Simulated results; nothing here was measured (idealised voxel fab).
process module | voxel transistor to metal
cross-section cut | 150 nm wide | cells 5 nm
A cross-section is a grid of square cells, given in bands from the top down. A band is one or more rows of cells.
Each band's line starts with the height of the band's top and of its bottom, in nm. Then come its materials from left to right, each with its width in nm. One material with "throughout" fills the band from edge to edge. "air" is empty space.
Height 0 is the level under which the wafer as received is all one material. The lowest band goes on downwards, as in "0 down".
A width such as "30 to 40" changes by the same amount from each row of cells to the next, from the band's top row to its bottom row.
"no change" after a step means that no cell of the cross-section changed.
closed voids: empty space of 8 cells or more with no open way to the top, each as width x height at its distance from the left edge, in nm
after a step's settings: what the simulator itself notes on the step
overlay nm, on a step with a mask: how far to the right of its planned place the mask lay; to the left if negative
plan
1 op RECEIVE | material Si
2 op CONFORMAL_DEP | material SiO2 | thk nm 5
3 op CONFORMAL_DEP | material SiN | thk nm 15
4 op MASKED_ETCH | tone cover | mask id ACTIVE | width nm 105 | etch materials SiN | depth nm 15 | overlay nm 0
5 op MASKED_ETCH | tone cover | mask id ACTIVE | width nm 105 | etch materials SiO2 | depth nm 5 | overlay nm 0
6 op MASKED_ETCH | tone cover | mask id ACTIVE | width nm 105 | etch materials Si | depth nm 30 | overlay nm 0
7 op FILL_DEP | material SiO2 | thk nm 10
8 op CMP | height nm 20
9 op SELECTIVE_ETCH | etch materials SiO2 | depth nm 10
10 op STRIP | etch materials SiN
11 op SELECTIVE_ETCH | etch materials SiO2 | depth nm 5
12 op OXIDIZE | depth nm 5
13 op DIRECTIONAL_DEP | material polySi | thk nm 20
14 op DIRECTIONAL_DEP | material SiCN | thk nm 10
15 op MASKED_ETCH | tone cover | mask id GATE | width nm 25 | etch materials SiCN | depth nm 20 | overlay nm 0
16 op MASKED_ETCH | tone cover | mask id GATE | width nm 25 | etch materials polySi | depth nm 30 | overlay nm 0
17 op CONFORMAL_DEP | material SiN | thk nm 5
18 op DIRECTIONAL_ETCH | etch materials SiN | depth nm 5
19 op DIRECTIONAL_ETCH | etch materials SiO2 | depth nm 5
20 op EPI | material nSi | thk nm 5
21 op FILL_DEP | material SiO2 | thk nm 10
22 op CMP | height nm 30
23 op DIRECTIONAL_DEP | material SiO2 | thk nm 10
24 op MASKED_ETCH | tone open | mask id CONTACT | width nm 15 | pitch nm 80 | etch materials SiO2 | depth nm 40 | overlay nm 0
25 op CONFORMAL_DEP | material TiN | thk nm 5
26 op FILL_DEP | material W | thk nm 10
27 op CMP | height nm 40
28 op CONFORMAL_DEP | material SiCN | thk nm 5
29 op DIRECTIONAL_DEP | material SiO2 | thk nm 15
30 op MASKED_ETCH | tone open | mask id METAL_1 | width nm 15 | pitch nm 80 | etch materials SiO2 | depth nm 15 | overlay nm 0
31 op MASKED_ETCH | tone open | mask id METAL_1 | width nm 15 | pitch nm 80 | etch materials SiCN | depth nm 5 | overlay nm 0
32 op CONFORMAL_DEP | material TiN | thk nm 5
33 op FILL_DEP | material Cu | thk nm 10
34 op CMP | height nm 60
35 op CONFORMAL_DEP | material SiCN | thk nm 5
36 op DIRECTIONAL_DEP | material SiO2 | thk nm 25
37 op MASKED_ETCH | tone open | mask id METAL_2 | width nm 15 | pitch nm 80 | etch materials SiO2 | depth nm 15 | overlay nm 0
38 op MASKED_ETCH | tone open | mask id METAL_2_HOLES | width nm 15 | pitch nm 80 | etch materials SiO2 | depth nm 10 | overlay nm 0
39 op MASKED_ETCH | tone open | mask id METAL_2_HOLES | width nm 15 | pitch nm 80 | etch materials SiCN | depth nm 5 | overlay nm 0
40 op CONFORMAL_DEP | material TiN | thk nm 5
41 op FILL_DEP | material Ru | thk nm 10
42 op CMP | height nm 90
43 op CONFORMAL_DEP | material SiN | thk nm 5
as received, after step 1
  0 down: Si throughout
  closed voids: none
a wafer at the end: this start, this plan, one mistake
  95 to 90: SiN throughout
  90 to 80: SiO2 25 | TiN 5 to 15 | Ru 15 to 5 | TiN 5 | SiO2 55 | TiN 5 to 15 | Ru 15 to 5 | TiN 5 | SiO2 20
  80 to 75: SiO2 35 | TiN 15 | SiO2 65 | TiN 15 | SiO2 20
  75 to 65: SiO2 35 | TiN 5 | SiO2 75 | TiN 5 | SiO2 30
  65 to 60: SiCN 35 | TiN 5 | SiCN 75 | TiN 5 | SiCN 30
  60 to 45: SiO2 25 | TiN 5 | Cu 5 | TiN 5 | SiO2 65 | TiN 5 | Cu 5 | TiN 5 | SiO2 30
  45 to 40: SiCN 25 | TiN 15 | SiCN 65 | TiN 15 | SiCN 30
  40 to 30: SiO2 25 | TiN 5 | W 5 | TiN 5 | SiO2 65 | TiN 5 | W 5 | TiN 5 | SiO2 30
  30 to 20: SiO2 25 | TiN 5 | W 5 | TiN 5 | SiO2 15 | SiN 5 | SiCN 25 | SiN 5 | SiO2 15 | TiN 5 | W 5 | TiN 5 | SiO2 30
  20 to 5: SiO2 25 | TiN 5 | W 5 | TiN 5 | SiO2 15 | SiN 5 | polySi 25 | SiN 5 | SiO2 15 | TiN 5 | W 5 | TiN 5 | SiO2 30
  5 to 0: SiO2 15 | SiN 5 | SiO2 5 | TiN 15 | SiO2 15 | SiN 5 | polySi 25 | SiN 5 | SiO2 15 | TiN 15 | SiO2 5 | SiN 5 | SiO2 20
  0 to -5: SiO2 20 | nSi 35 | SiO2 35 | nSi 35 | SiO2 25
  -5 to -30: SiO2 20 | Si 105 | SiO2 25
  -30 down: Si throughout
  closed voids: none
what went wrong: step 37 ran as: op MASKED_ETCH | tone open | mask id METAL_2 | width nm 15 | pitch nm 80 | etch materials SiO2 | depth nm 15 | overlay nm 10
